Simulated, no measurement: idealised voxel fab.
The name of this process module is voxel transistor to metal.
Cross-sectional view cut (width: 160 nm; square cell size: 5 nm).
In what follows, cross-sections appear as grids of square cells, described through bands that run from the top down, where every band is one or more rows of cells.
Per band: top height and bottom height in nm, followed by the left-to-right materials and their widths in nm; "full width" marks a single material spanning edge to edge, "empty" marks empty space.
Height is counted from the level 0, under which the received wafer is composed throughout of one material. The lowest of the bands is not closed at the bottom but continues downward, in the notation "top 0, no bottom".
You'd read "30..40" like this: the band's top row of cells is as wide as the first number, its bottom row is as wide as the second, and going down, every row changes width by the same amount as the row before did.
Any step labelled "no alteration" changed none of the cells in the cross-section.
In "Enclosed internal cavities" the enclosed voids are listed, meaning empty spaces of 8 cells or larger without any opening to the top. The form is width x height at distance, distance from the left edge, units nm.
Step line, after settings: the simulator's comment on this step.
A step's line can hold "overlay nm"; with a mask on that step, the setting says how far right of the planned place the mask lay, while a negative setting says it lay to the left.

THE PROCESS STEPS THAT WERE PLANNED ARE LISTED BELOW
1) RECEIVE [material Si]
2) OXIDIZE [depth nm 5]
3) CONFORMAL_DEP [material SiN] [thk nm 15]
4) DIRECTIONAL_DEP [material aC] [thk nm 10]
5) PATTERN [tone cover] [mask id ACTIVE] [material resist] [width nm 125] [thk nm 30] [overlay nm 0]
6) DIRECTIONAL_ETCH [etch materials aC] [depth nm 10]
7) STRIP [etch materials resist]
8) DIRECTIONAL_ETCH [etch materials SiN] [depth nm 15]
9) DIRECTIONAL_ETCH [etch materials SiO2] [depth nm 5]
10) DIRECTIONAL_ETCH [etch materials Si] [depth nm 30]
11) STRIP [etch materials aC]
12) OXIDIZE [depth nm 5]
13) FILL_DEP [material SiO2] [thk nm 15]
14) CMP [height nm 15]
15) SELECTIVE_ETCH [etch materials SiO2] [depth nm 10]
16) STRIP [etch materials SiN]
17) SELECTIVE_ETCH [etch materials SiO2] [depth nm 5]
18) OXIDIZE [depth nm 5]
19) DIRECTIONAL_DEP [material polySi] [thk nm 20]
20) DIRECTIONAL_DEP [material SiCN] [thk nm 10]
21) DIRECTIONAL_DEP [material aC] [thk nm 10]
22) PATTERN [tone cover] [mask id GATE] [material resist] [width nm 25] [thk nm 30] [overlay nm 0]
23) DIRECTIONAL_ETCH [etch materials aC] [depth nm 10]
24) STRIP [etch materials resist]
25) DIRECTIONAL_ETCH [etch materials SiCN] [depth nm 20]
26) DIRECTIONAL_ETCH [etch materials polySi] [depth nm 30]
27) STRIP [etch materials aC]
28) CONFORMAL_DEP [material SiO2] [thk nm 5]
29) DIRECTIONAL_ETCH [etch materials SiO2] [depth nm 5]
30) CONFORMAL_DEP [material SiN] [thk nm 5]
31) DIRECTIONAL_ETCH [etch materials SiN] [depth nm 5]
32) DIRECTIONAL_ETCH [etch materials SiO2] [depth nm 5]
33) DIRECTIONAL_ETCH [etch materials Si] [depth nm 5]
34) EPI [material nSi] [thk nm 5]
35) FILL_DEP [material SiO2] [thk nm 10]
36) CMP [height nm 25]
37) DIRECTIONAL_DEP [material SiO2] [thk nm 15]
38) MASKED_ETCH [tone open] [mask id CONTACT] [width nm 20] [pitch nm 85] [etch materials SiO2] [depth nm 50] [overlay nm 0]
39) CONFORMAL_DEP [material TiN] [thk nm 5]
40) FILL_DEP [material Ru] [thk nm 5]
41) CMP [height nm 40]
42) DIRECTIONAL_DEP [material TiN] [thk nm 5]
43) DIRECTIONAL_DEP [material Ru] [thk nm 20]
44) PATTERN [tone cover] [mask id METAL_1] [material resist] [width nm 20] [pitch nm 85] [thk nm 20] [overlay nm 0]
45) DIRECTIONAL_ETCH [etch materials Ru] [depth nm 20]
46) DIRECTIONAL_ETCH [etch materials TiN] [depth nm 5]
47) STRIP [etch materials resist]
48) CONFORMAL_DEP [material SiN] [thk nm 5]
49) FILL_DEP [material SiO2] [thk nm 10]
50) CMP [height nm 65]
51) CONFORMAL_DEP [material SiCN] [thk nm 5]

WAFER AT RECEIPT (POST STEP 1), CROSS-SECTION
  top 0, no bottom = Si full width
  Enclosed internal cavities: none

END-OF-MODULE XS, FIRST OF TWO WAFERS, RUN AS PLANNED
  top 70, bottom 65 = SiCN full width
  top 65, bottom 45 = SiO2=20 | SiN=5 | Ru=20 | SiN=5 | SiO2=55 | SiN=5 | Ru=20 | SiN=5 | SiO2=25
  top 45, bottom 40 = SiN=25 | TiN=20 | SiN=65 | TiN=20 | SiN=30
  top 40, bottom 25 = SiO2=25 | TiN=5 | Ru=10 | TiN=5 | SiO2=65 | TiN=5 | Ru=10 | TiN=5 | SiO2=30
  top 25, bottom 15 = SiO2=25 | TiN=5 | Ru=10 | TiN=5 | SiO2=10 | SiN=5 | SiO2=5 | SiCN=25 | SiO2=5 | SiN=5 | SiO2=10 | TiN=5 | Ru=10 | TiN=5 | SiO2=30
  top 15, bottom 0 = SiO2=25 | TiN=5 | Ru=10 | TiN=5 | SiO2=10 | SiN=5 | SiO2=5 | polySi=25 | SiO2=5 | SiN=5 | SiO2=10 | TiN=5 | Ru=10 | TiN=5 | SiO2=30
  top 0, bottom -5 = SiO2=15 | SiN=5 | SiO2=5 | TiN=5 | Ru=10 | TiN=5 | SiO2=10 | SiN=5 | SiO2=5 | polySi=25 | SiO2=5 | SiN=5 | SiO2=10 | TiN=5 | Ru=10 | TiN=5 | SiO2=5 | SiN=5 | SiO2=20
  top -5, bottom -10 = SiO2=25 | TiN=20 | SiO2=5 | nSi=5 | SiO2=45 | nSi=5 | SiO2=5 | TiN=20 | SiO2=30
  top -10, bottom -15 = SiO2=20 | nSi=35 | Si=45 | nSi=35 | SiO2=25
  top -15, bottom -40 = SiO2=20 | Si=115 | SiO2=25
  top -40, no bottom = Si full width
  Enclosed internal cavities: none

WAFER TWO, SECTIONED AFTER THE MODULE: THE FIRST WAFER'S START, THE FIRST WAFER'S PLAN, AND ONE MISTAKE IN HOW IT WAS RUN
  top 70, bottom 65 = SiCN full width
  top 65, bottom 45 = SiO2=20 | SiN=5 | Ru=20 | SiN=5 | SiO2=55 | SiN=5 | Ru=20 | SiN=5 | SiO2=25
  top 45, bottom 40 = SiN=25 | TiN=20 | SiN=65 | TiN=20 | SiN=30
  top 40, bottom 25 = SiO2=25 | TiN=5 | Ru=10 | TiN=5 | SiO2=65 | TiN=5 | Ru=10 | TiN=5 | SiO2=30
  top 25, bottom 15 = SiO2=25 | TiN=5 | Ru=10 | TiN=5 | SiO2=10 | SiN=5 | SiO2=5 | SiCN=25 | SiO2=5 | SiN=5 | SiO2=10 | TiN=5 | Ru=10 | TiN=5 | SiO2=30
  top 15, bottom 0 = SiO2=25 | TiN=5 | Ru=10 | TiN=5 | SiO2=10 | SiN=5 | SiO2=5 | polySi=25 | SiO2=5 | SiN=5 | SiO2=10 | TiN=5 | Ru=10 | TiN=5 | SiO2=30
  top 0, bottom -5 = SiO2=15 | SiN=5 | SiO2=5 | TiN=5 | Ru=10 | TiN=5 | SiO2=10 | SiN=5 | SiO2=5 | polySi=25 | SiO2=5 | SiN=5 | SiO2=10 | TiN=5 | Ru=10 | TiN=5 | SiO2=5 | SiN=5 | SiO2=20
  top -5, bottom -10 = SiO2=25 | TiN=20 | SiO2=5 | nSi=5 | SiO2=45 | nSi=5 | SiO2=5 | TiN=20 | SiO2=30
  top -10, bottom -15 = SiO2=20 | nSi=35 | Si=45 | nSi=35 | SiO2=25
  top -15, bottom -70 = SiO2=20 | Si=115 | SiO2=25
  top -70, no bottom = Si full width
  Enclosed internal cavities: none
Deviation noted in wafer processing: the plan's step 10 ran twice
The second wafer ends with more or fewer cells of some materials than the first, per final count: -54 Si; +54 SiO2
